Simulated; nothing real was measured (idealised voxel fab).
process module | voxel gate over fins
cross-section cut | 205 nm wide | cells 5 nm
A cross-section is a grid of square cells, given in bands from the top down. A band is one or more rows of cells.
Each band's line starts with the height of the band's top and of its bottom, in nm. Then come its materials from left to right, each with its width in nm. One material with "throughout" fills the band from edge to edge. "air" is empty space.
Height 0 is the level under which the wafer as received is all one material. The lowest band goes on downwards, as in "0 down".
A width such as "30 to 40" changes by the same amount from each row of cells to the next, from the band's top row to its bottom row.
"no change" after a step means that no cell of the cross-section changed.
closed voids: empty space of 8 cells or more with no open way to the top, each as width x height at its distance from the left edge, in nm
after a step's settings: what the simulator itself notes on the step
overlay nm, on a step with a mask: how far to the right of its planned place the mask lay; to the left if negative
plan
1 op RECEIVE | material Si
2 op CONFORMAL_DEP | material SiN | thk nm 10
3 op PATTERN | tone cover | mask id FINS | material resist | width nm 15 | pitch nm 35 | thk nm 15 | overlay nm 0
4 op DIRECTIONAL_ETCH | etch materials SiN | depth nm 10
5 op DIRECTIONAL_ETCH | etch materials Si | depth nm 35
6 op STRIP | etch materials resist
7 op FILL_DEP | material SiO2 | thk nm 10
8 op CMP | height nm 10
9 op SELECTIVE_ETCH | etch materials SiO2 | depth nm 20
10 op STRIP | etch materials SiN
11 op CONFORMAL_DEP | material HfO2 | thk nm 5
12 op CONFORMAL_DEP | material TiN | thk nm 5
13 op FILL_DEP | material W | thk nm 15
14 op CMP | height nm 20
15 op CONFORMAL_DEP | material SiCN | thk nm 10
first wafer, as planned
as received, after step 1
  0 down: Si throughout
  closed voids: none
after step 2
  10 to 0: SiN throughout
  below 0: unchanged
after step 3
  25 to 10: air 40 | resist 15 | air 20 | resist 15 | air 20 | resist 15 | air 20 | resist 15 | air 45
  below 10: unchanged
after step 4
  25 to 10: air 40 | resist 15 | air 20 | resist 15 | air 20 | resist 15 | air 20 | resist 15 | air 45
  10 to 0: air 40 | SiN 15 | air 20 | SiN 15 | air 20 | SiN 15 | air 20 | SiN 15 | air 45
  below 0: unchanged
after step 5
  25 to 10: air 40 | resist 15 | air 20 | resist 15 | air 20 | resist 15 | air 20 | resist 15 | air 45
  10 to 0: air 40 | SiN 15 | air 20 | SiN 15 | air 20 | SiN 15 | air 20 | SiN 15 | air 45
  0 to -35: air 40 | Si 15 | air 20 | Si 15 | air 20 | Si 15 | air 20 | Si 15 | air 45
  below -35: unchanged
after step 6
  10 to 0: air 40 | SiN 15 | air 20 | SiN 15 | air 20 | SiN 15 | air 20 | SiN 15 | air 45
  below 0: unchanged
after step 7
  20 to 10: SiO2 throughout
  10 to 0: SiO2 40 | SiN 15 | SiO2 20 | SiN 15 | SiO2 20 | SiN 15 | SiO2 20 | SiN 15 | SiO2 45
  0 to -35: SiO2 40 | Si 15 | SiO2 20 | Si 15 | SiO2 20 | Si 15 | SiO2 20 | Si 15 | SiO2 45
  below -35: unchanged
after step 8
  10 to 0: SiO2 40 | SiN 15 | SiO2 20 | SiN 15 | SiO2 20 | SiN 15 | SiO2 20 | SiN 15 | SiO2 45
  below 0: unchanged
after step 9
  10 to 0: air 40 | SiN 15 | air 20 | SiN 15 | air 20 | SiN 15 | air 20 | SiN 15 | air 45
  0 to -10: air 40 | Si 15 | air 20 | Si 15 | air 20 | Si 15 | air 20 | Si 15 | air 45
  below -10: unchanged
after step 10
  0 to -10: air 40 | Si 15 | air 20 | Si 15 | air 20 | Si 15 | air 20 | Si 15 | air 45
  below -10: unchanged
after step 11
  5 to 0: air 35 | HfO2 25 | air 10 | HfO2 25 | air 10 | HfO2 25 | air 10 | HfO2 25 | air 40
  0 to -5: air 35 | HfO2 5 | Si 15 | HfO2 5 | air 10 | HfO2 5 | Si 15 | HfO2 5 | air 10 | HfO2 5 | Si 15 | HfO2 5 | air 10 | HfO2 5 | Si 15 | HfO2 5 | air 40
  -5 to -10: HfO2 40 | Si 15 | HfO2 20 | Si 15 | HfO2 20 | Si 15 | HfO2 20 | Si 15 | HfO2 45
  below -10: unchanged
after step 12
  10 to 5: air 30 | TiN 140 | air 35
  5 to 0: air 30 | TiN 5 | HfO2 25 | TiN 10 | HfO2 25 | TiN 10 | HfO2 25 | TiN 10 | HfO2 25 | TiN 5 | air 35
  0 to -5: TiN 35 | HfO2 5 | Si 15 | HfO2 5 | TiN 10 | HfO2 5 | Si 15 | HfO2 5 | TiN 10 | HfO2 5 | Si 15 | HfO2 5 | TiN 10 | HfO2 5 | Si 15 | HfO2 5 | TiN 40
  below -5: unchanged
after step 13
  25 to 10: W throughout
  10 to 5: W 30 | TiN 140 | W 35
  5 to 0: W 30 | TiN 5 | HfO2 25 | TiN 10 | HfO2 25 | TiN 10 | HfO2 25 | TiN 10 | HfO2 25 | TiN 5 | W 35
  below 0: unchanged
after step 14
  20 to 10: W throughout
  below 10: unchanged
after step 15
  30 to 20: SiCN throughout
  below 20: unchanged
second wafer: like start, like plan, one mistake. Through step 4 it matches the first wafer
when step 5 should have ended
  25 to 10: air 40 | resist 15 | air 20 | resist 15 | air 20 | resist 15 | air 20 | resist 15 | air 45
  10 to 0: air 40 | SiN 15 | air 20 | SiN 15 | air 20 | SiN 15 | air 20 | SiN 15 | air 45
  0 to -40: air 40 | Si 15 | air 20 | Si 15 | air 20 | Si 15 | air 20 | Si 15 | air 45
  below -40: unchanged
when step 6 should have ended
  10 to 0: air 40 | SiN 15 | air 20 | SiN 15 | air 20 | SiN 15 | air 20 | SiN 15 | air 45
  below 0: unchanged
when step 7 should have ended
  20 to 10: SiO2 throughout
  10 to 0: SiO2 40 | SiN 15 | SiO2 20 | SiN 15 | SiO2 20 | SiN 15 | SiO2 20 | SiN 15 | SiO2 45
  0 to -40: SiO2 40 | Si 15 | SiO2 20 | Si 15 | SiO2 20 | Si 15 | SiO2 20 | Si 15 | SiO2 45
  below -40: unchanged
when step 8 should have ended
  10 to 0: SiO2 40 | SiN 15 | SiO2 20 | SiN 15 | SiO2 20 | SiN 15 | SiO2 20 | SiN 15 | SiO2 45
  below 0: unchanged
when step 9 should have ended
  10 to 0: air 40 | SiN 15 | air 20 | SiN 15 | air 20 | SiN 15 | air 20 | SiN 15 | air 45
  0 to -10: air 40 | Si 15 | air 20 | Si 15 | air 20 | Si 15 | air 20 | Si 15 | air 45
  below -10: unchanged
when step 10 should have ended
  0 to -10: air 40 | Si 15 | air 20 | Si 15 | air 20 | Si 15 | air 20 | Si 15 | air 45
  below -10: unchanged
when step 11 should have ended
  5 to 0: air 35 | HfO2 25 | air 10 | HfO2 25 | air 10 | HfO2 25 | air 10 | HfO2 25 | air 40
  0 to -5: air 35 | HfO2 5 | Si 15 | HfO2 5 | air 10 | HfO2 5 | Si 15 | HfO2 5 | air 10 | HfO2 5 | Si 15 | HfO2 5 | air 10 | HfO2 5 | Si 15 | HfO2 5 | air 40
  -5 to -10: HfO2 40 | Si 15 | HfO2 20 | Si 15 | HfO2 20 | Si 15 | HfO2 20 | Si 15 | HfO2 45
  below -10: unchanged
when step 12 should have ended
  10 to 5: air 30 | TiN 140 | air 35
  5 to 0: air 30 | TiN 5 | HfO2 25 | TiN 10 | HfO2 25 | TiN 10 | HfO2 25 | TiN 10 | HfO2 25 | TiN 5 | air 35
  0 to -5: TiN 35 | HfO2 5 | Si 15 | HfO2 5 | TiN 10 | HfO2 5 | Si 15 | HfO2 5 | TiN 10 | HfO2 5 | Si 15 | HfO2 5 | TiN 10 | HfO2 5 | Si 15 | HfO2 5 | TiN 40
  below -5: unchanged
when step 13 should have ended
  25 to 10: W throughout
  10 to 5: W 30 | TiN 140 | W 35
  5 to 0: W 30 | TiN 5 | HfO2 25 | TiN 10 | HfO2 25 | TiN 10 | HfO2 25 | TiN 10 | HfO2 25 | TiN 5 | W 35
  below 0: unchanged
when step 14 should have ended
  20 to 10: W throughout
  below 10: unchanged
when step 15 should have ended
  30 to 20: SiCN throughout
  below 20: unchanged
what went wrong: step 5 ran as: op DIRECTIONAL_ETCH | etch materials Si | depth nm 40
at the end the second wafer has, in cells: 29 fewer of Si | 29 more of SiO2
